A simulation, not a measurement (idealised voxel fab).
The process module presented herein is designated voxel transistor to metal.
Cross-section cut spans 205 nm and uses square cells 5 nm in size.
Cross-section, as written here: a square-cell grid given band by band from the top down, where a band holds one or more rows of cells. The entry gives the band's vertical extent as a top height and a bottom height in nm, then its horizontal make-up as materials from left to right, each with a width in nm. "blank" stands for empty space; a single material marked "everywhere" fills the band edge to edge. Heights from 0 (as-received wafer is one material below). Bottom band endless downward, as "0 nm and below". A width such as "30 to 40" changes by the same amount from each row of cells to the next, from the band's top row to its bottom row. Key: "stayed the same" - step with no changed cell in the cross-section. Under "Closed void roster" you'll find the enclosed gaps, the ones with no way out to the top, that are 8 cells or bigger; each reads width x height at distance, with distance counted from the left edge, everything in nm. after a step's settings: what the simulator itself notes on the step. A step line may carry the setting "overlay nm", which, for steps involving a mask, states the distance by which the mask lay to the right of its intended position; negative values denote displacement to the left.

# The steps planned for the process are as follows
1 RECEIVE (material Si)
2 CONFORMAL_DEP (material SiO2; thk nm 5)
3 CONFORMAL_DEP (material SiN; thk nm 15)
4 PATTERN (tone cover; mask id ACTIVE; material resist; width nm 105; thk nm 20; overlay nm 0)
5 DIRECTIONAL_ETCH (etch materials SiN; depth nm 15)
6 DIRECTIONAL_ETCH (etch materials SiO2; depth nm 5)
7 DIRECTIONAL_ETCH (etch materials Si; depth nm 30)
8 STRIP (etch materials resist)
9 OXIDIZE (depth nm 5)
10 FILL_DEP (material SiO2; thk nm 15)
11 CMP (height nm 20)
12 SELECTIVE_ETCH (etch materials SiO2; depth nm 15)
13 STRIP (etch materials SiN)
14 SELECTIVE_ETCH (etch materials SiO2; depth nm 5)
15 OXIDIZE (depth nm 5)
16 DIRECTIONAL_DEP (material polySi; thk nm 25)
17 DIRECTIONAL_DEP (material SiCN; thk nm 10)
18 PATTERN (tone cover; mask id GATE; material resist; width nm 25; thk nm 15; overlay nm 0)
19 DIRECTIONAL_ETCH (etch materials SiCN; depth nm 20)
20 DIRECTIONAL_ETCH (etch materials polySi; depth nm 35)
21 STRIP (etch materials resist)
22 CONFORMAL_DEP (material SiN; thk nm 10)
23 DIRECTIONAL_ETCH (etch materials SiN; depth nm 10)
24 DIRECTIONAL_ETCH (etch materials SiO2; depth nm 5)
25 EPI (material nSi; thk nm 5)
26 FILL_DEP (material SiO2; thk nm 10)
27 CMP (height nm 25)
28 STRIP (etch materials polySi)
29 SELECTIVE_ETCH (etch materials SiO2; depth nm 5)
30 CONFORMAL_DEP (material HfO2; thk nm 5)
31 CONFORMAL_DEP (material TiN; thk nm 5)
32 FILL_DEP (material W; thk nm 10)
33 CMP (height nm 20)
34 DIRECTIONAL_DEP (material SiO2; thk nm 15)
35 MASKED_ETCH (tone open; mask id CONTACT; width nm 15; pitch nm 80; etch materials SiO2; depth nm 35; overlay nm 0)
36 CONFORMAL_DEP (material TiN; thk nm 5)
37 FILL_DEP (material W; thk nm 5)
38 CMP (height nm 35)
39 DIRECTIONAL_DEP (material TiN; thk nm 5)
40 DIRECTIONAL_DEP (material W; thk nm 15)
41 DIRECTIONAL_DEP (material aC; thk nm 10)
42 PATTERN (tone cover; mask id METAL_1; material resist; width nm 15; pitch nm 80; thk nm 25; overlay nm 0)
43 DIRECTIONAL_ETCH (etch materials aC; depth nm 10)
44 STRIP (etch materials resist)
45 DIRECTIONAL_ETCH (etch materials W; depth nm 15)
46 DIRECTIONAL_ETCH (etch materials TiN; depth nm 5)
47 STRIP (etch materials aC)
48 CONFORMAL_DEP (material SiCN; thk nm 5)
49 FILL_DEP (material SiO2; thk nm 10)
50 CMP (height nm 55)
51 CONFORMAL_DEP (material SiCN; thk nm 5)
52 DIRECTIONAL_DEP (material SiO2; thk nm 30)
53 MASKED_ETCH (tone open; mask id METAL_2; width nm 15; pitch nm 80; etch materials SiO2; depth nm 20; overlay nm 0)
54 DIRECTIONAL_DEP (material aC; thk nm 15)
55 PATTERN (tone open; mask id METAL_2_HOLES; material resist; width nm 15; pitch nm 80; thk nm 35; overlay nm 0)
56 DIRECTIONAL_ETCH (etch materials aC; depth nm 15)
57 STRIP (etch materials resist)
58 DIRECTIONAL_ETCH (etch materials SiO2; depth nm 10)
59 DIRECTIONAL_ETCH (etch materials SiCN; depth nm 5)
60 STRIP (etch materials aC)
61 CONFORMAL_DEP (material TiN; thk nm 5)
62 FILL_DEP (material Cu; thk nm 5)
63 CMP (height nm 90)
64 CONFORMAL_DEP (material SiCN; thk nm 5)

# As-received state of the wafer in cross-section, equivalent to post-step 1
> 0 nm and below | Si everywhere
> Closed void roster: none

# first wafer at the end, as planned
> 95 nm to 90 nm | SiCN everywhere
> 90 nm to 60 nm | 55 SiO2, then 5 TiN, then 5 Cu, then 5 TiN, then 65 SiO2, then 5 TiN, then 5 Cu, then 5 TiN, then 55 SiO2
> 60 nm to 55 nm | 55 SiCN, then 15 TiN, then 65 SiCN, then 15 TiN, then 55 SiCN
> 55 nm to 40 nm | 50 SiO2, then 5 SiCN, then 15 W, then 5 SiCN, then 55 SiO2, then 5 SiCN, then 15 W, then 5 SiCN, then 50 SiO2
> 40 nm to 35 nm | 55 SiCN, then 15 TiN, then 65 SiCN, then 15 TiN, then 55 SiCN
> 35 nm to 20 nm | 55 SiO2, then 5 TiN, then 5 W, then 5 TiN, then 65 SiO2, then 5 TiN, then 5 W, then 5 TiN, then 55 SiO2
> 20 nm to 5 nm | 55 SiO2, then 5 TiN, then 5 W, then 5 TiN, then 10 SiO2, then 10 SiN, then 5 HfO2, then 5 TiN, then 5 W, then 5 TiN, then 5 HfO2, then 10 SiN, then 10 SiO2, then 5 TiN, then 5 W, then 5 TiN, then 55 SiO2
> 5 nm to 0 nm | 55 SiO2, then 15 TiN, then 10 SiO2, then 10 SiN, then 5 HfO2, then 15 TiN, then 5 HfO2, then 10 SiN, then 10 SiO2, then 15 TiN, then 55 SiO2
> 0 nm to -5 nm | 50 SiO2, then 30 nSi, then 5 SiO2, then 35 HfO2, then 5 SiO2, then 30 nSi, then 50 SiO2
> -5 nm to -35 nm | 55 SiO2, then 95 Si, then 55 SiO2
> -35 nm and below | Si everywhere
> Closed void roster: none

# Now the second wafer, cross-sectioned at the end of the module. Nothing different at the start, nothing different in the plan compared with the first, just one mistake when it was actually run
> 95 nm to 90 nm | SiCN everywhere
> 90 nm to 60 nm | 55 SiO2, then 5 TiN, then 5 Cu, then 5 TiN, then 65 SiO2, then 5 TiN, then 5 Cu, then 5 TiN, then 55 SiO2
> 60 nm to 55 nm | 55 SiCN, then 15 TiN, then 65 SiCN, then 15 TiN, then 55 SiCN
> 55 nm to 40 nm | 50 SiO2, then 5 SiCN, then 15 W, then 5 SiCN, then 55 SiO2, then 5 SiCN, then 15 W, then 5 SiCN, then 50 SiO2
> 40 nm to 35 nm | 55 SiCN, then 15 TiN, then 65 SiCN, then 15 TiN, then 55 SiCN
> 35 nm to 20 nm | 55 SiO2, then 5 TiN, then 5 W, then 5 TiN, then 65 SiO2, then 5 TiN, then 5 W, then 5 TiN, then 55 SiO2
> 20 nm to 10 nm | 55 SiO2, then 5 TiN, then 5 W, then 5 TiN, then 10 SiO2, then 10 SiN, then 5 HfO2, then 5 TiN, then 5 W, then 5 TiN, then 5 HfO2, then 10 SiN, then 10 SiO2, then 5 TiN, then 5 W, then 5 TiN, then 55 SiO2
> 10 nm to 5 nm | 55 SiO2, then 15 TiN, then 10 SiO2, then 10 SiN, then 5 HfO2, then 15 TiN, then 5 HfO2, then 10 SiN, then 10 SiO2, then 15 TiN, then 55 SiO2
> 5 nm to 0 nm | 45 SiO2, then 10 SiN, then 25 nSi, then 5 SiO2, then 35 HfO2, then 5 SiO2, then 25 nSi, then 10 SiN, then 45 SiO2
> 0 nm to -35 nm | 55 SiO2, then 95 Si, then 55 SiO2
> -35 nm and below | Si everywhere
> Closed void roster: none
The plan and the run diverged here: so 13 and 14 got swapped relative to the plan, each ran where the other was supposed to
Cell-count delta at end, second wafer over first, by material: HfO2 -2 | Si +19 | SiO2 -6 | TiN -6 | W -3 | nSi -2
